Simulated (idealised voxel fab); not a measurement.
process module | voxel spacer lines
cross-section cut | 280 nm wide | cells 5 nm
A cross-section is a grid of square cells, given in bands from the top down. A band is one or more rows of cells.
Each band's line starts with the height of the band's top and of its bottom, in nm. Then come its materials from left to right, each with its width in nm. One material with "throughout" fills the band from edge to edge. "air" is empty space.
Height 0 is the level under which the wafer as received is all one material. The lowest band goes on downwards, as in "0 down".
A width such as "30 to 40" changes by the same amount from each row of cells to the next, from the band's top row to its bottom row.
"no change" after a step means that no cell of the cross-section changed.
closed voids: empty space of 8 cells or more with no open way to the top, each as width x height at its distance from the left edge, in nm
after a step's settings: what the simulator itself notes on the step
overlay nm, on a step with a mask: how far to the right of its planned place the mask lay; to the left if negative
plan
1 op RECEIVE | material Si
2 op CONFORMAL_DEP | material Al2O3 | thk nm 5
3 op DIRECTIONAL_DEP | material SiN | thk nm 20
4 op DIRECTIONAL_DEP | material polySi | thk nm 25
5 op PATTERN | tone cover | mask id MANDREL | material resist | width nm 20 | pitch nm 60 | thk nm 30 | overlay nm -15
6 op DIRECTIONAL_ETCH | etch materials polySi | depth nm 25
7 op STRIP | etch materials resist
8 op CONFORMAL_DEP | material SiO2 | thk nm 10
9 op DIRECTIONAL_ETCH | etch materials SiO2 | depth nm 10
10 op STRIP | etch materials polySi
11 op DIRECTIONAL_ETCH | etch materials SiN | depth nm 20
12 op STRIP | etch materials SiO2
varied across the wafers: overlay nm of step 5. The plan shows the first wafer's value. All wafers start alike
first wafer as received, after step 1
  0 down: Si throughout
  closed voids: none
first wafer at the end, after step 12
  25 to 5: air 45 | SiN 10 | air 20 | SiN 10 | air 20 | SiN 10 | air 20 | SiN 10 | air 20 | SiN 10 | air 20 | SiN 10 | air 75
  5 to 0: Al2O3 throughout
  0 down: Si throughout
  closed voids: none
last wafer at the end
  25 to 5: air 75 | SiN 10 | air 20 | SiN 10 | air 20 | SiN 10 | air 20 | SiN 10 | air 20 | SiN 10 | air 20 | SiN 10 | air 45
  5 to 0: Al2O3 throughout
  0 down: Si throughout
  closed voids: none
each wafer at the end: cells of each material gained (+) or lost (-) since it was received, then its closed voids
overlay nm -15 | +56 Al2O3 | +48 SiN | closed voids: none
overlay nm -10 | +56 Al2O3 | +48 SiN | closed voids: none
overlay nm -5 | +56 Al2O3 | +48 SiN | closed voids: none
overlay nm 0 | +56 Al2O3 | +48 SiN | closed voids: none
overlay nm 5 | +56 Al2O3 | +48 SiN | closed voids: none
overlay nm 10 | +56 Al2O3 | +48 SiN | closed voids: none
overlay nm 15 | +56 Al2O3 | +48 SiN | closed voids: none
